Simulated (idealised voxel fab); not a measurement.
Module name: voxel capacitor over wiring (process module)
Cross-sectional view cut (width: 190 nm; square cell size: 5 nm).
For the purposes of this document, a cross-section shall be understood as a grid of square cells, specified as bands listed in top-to-bottom order, each band consisting of one or more rows of cells.
The band entry comprises the height of the band's top followed by the height of its bottom, expressed in nm, and subsequently the band's materials from left to right, each stated together with its width in nm. Where a single material is marked with the word "edge to edge", that material fills the band from edge to edge. The word "blank" represents empty space.
Note: height 0 marks the level under which the wafer is uniformly one material as received. Lowest band unbounded below, written "from 0 down".
Quick explanation for "30 to 40": the width changes in equal steps down the rows of cells, from the first number in the band's top row to the second number in its bottom row.
Key: "same as before" - step with no changed cell in the cross-section.
Any empty space of 8 cells or more lacking an open way to the top shows up in "Trapped cavities" as width x height at distance, distance from the left edge, in nm.
On each step's line, the part that comes after the settings is the simulator's own comment on the step.
"overlay nm", when on a step's line for a step with a mask, measures how far to the right of its planned place the mask lay; a negative measure means to the left.
Steps in the process plan:
1: RECEIVE,material Si
2: CONFORMAL_DEP,material SiO2,thk nm 15
3: DIRECTIONAL_DEP,material TiN,thk nm 5
4: DIRECTIONAL_DEP,material Ru,thk nm 20
5: DIRECTIONAL_DEP,material aC,thk nm 10
6: PATTERN,tone cover,mask id METAL_1,material resist,width nm 20,pitch nm 70,thk nm 25,overlay nm 0
7: DIRECTIONAL_ETCH,etch materials aC,depth nm 10
8: STRIP,etch materials resist
9: DIRECTIONAL_ETCH,etch materials Ru,depth nm 20
10: DIRECTIONAL_ETCH,etch materials TiN,depth nm 5
11: STRIP,etch materials aC
12: CONFORMAL_DEP,material SiN,thk nm 5
13: FILL_DEP,material SiO2,thk nm 10
14: CMP,height nm 40
15: CONFORMAL_DEP,material SiCN,thk nm 5
16: DIRECTIONAL_DEP,material lowk,thk nm 10
17: MASKED_ETCH,tone open,mask id PLUG_1,width nm 15,etch materials lowk,depth nm 10,overlay nm 0
18: MASKED_ETCH,tone open,mask id PLUG_1,width nm 15,etch materials SiCN,depth nm 5,overlay nm 0
19: EPI,material Ru,thk nm 10
20: EPI,material Ru,thk nm 5
21: DIRECTIONAL_DEP,material TiN,thk nm 5
22: DIRECTIONAL_DEP,material HfO2,thk nm 5
23: DIRECTIONAL_DEP,material TiN,thk nm 5
24: DIRECTIONAL_DEP,material aC,thk nm 10
25: PATTERN,tone cover,mask id UPPER_PLATE,material resist,width nm 55,thk nm 30,overlay nm 0
26: DIRECTIONAL_ETCH,etch materials aC,depth nm 10
27: STRIP,etch materials resist
28: DIRECTIONAL_ETCH,etch materials TiN,depth nm 5
29: DIRECTIONAL_ETCH,etch materials HfO2,depth nm 5
30: STRIP,etch materials aC
31: MASKED_ETCH,tone cover,mask id LOWER_PLATE,width nm 65,etch materials TiN,depth nm 5,overlay nm 0
32: FILL_DEP,material SiO2,thk nm 15
33: CMP,height nm 80
34: PATTERN,tone open,mask id PLUG_2,material resist,width nm 15,thk nm 15,overlay nm 0
35: DIRECTIONAL_ETCH,etch materials SiO2,depth nm 10
36: STRIP,etch materials resist
37: CONFORMAL_DEP,material TiN,thk nm 5
38: FILL_DEP,material Cu,thk nm 5
39: CMP,height nm 80
40: CONFORMAL_DEP,material SiN,thk nm 5
So this is the incoming wafer in cross-section - it's already been through step 1:
  from 0 down: Si edge to edge
  Trapped cavities: none
Figure: cross-sectional view of the wafer upon completion of the module, processed from the initial state and according to the plan depicted above, with one error introduced during execution:
  from 85 to 80: SiN edge to edge
  from 80 to 75: SiO2: 55; TiN: 25; SiO2: 110
  from 75 to 70: SiO2: 55; HfO2: 25; SiO2: 110
  from 70 to 65: SiO2: 50; TiN: 60; SiO2: 80
  from 65 to 60: SiO2: 45; Ru: 35; HfO2: 30; SiO2: 80
  from 60 to 55: SiO2: 45; Ru: 35; TiN: 35; SiO2: 75
  from 55 to 45: lowk: 55; Ru: 15; lowk: 120
  from 45 to 40: SiCN: 55; Ru: 15; SiCN: 120
  from 40 to 20: SiO2: 45; SiN: 5; Ru: 20; SiN: 5; SiO2: 40; SiN: 5; Ru: 20; SiN: 5; SiO2: 45
  from 20 to 15: SiN: 50; TiN: 20; SiN: 50; TiN: 20; SiN: 50
  from 15 to 0: SiO2 edge to edge
  from 0 down: Si edge to edge
  Trapped cavities: none
Processing error: plan step 19 ran twice
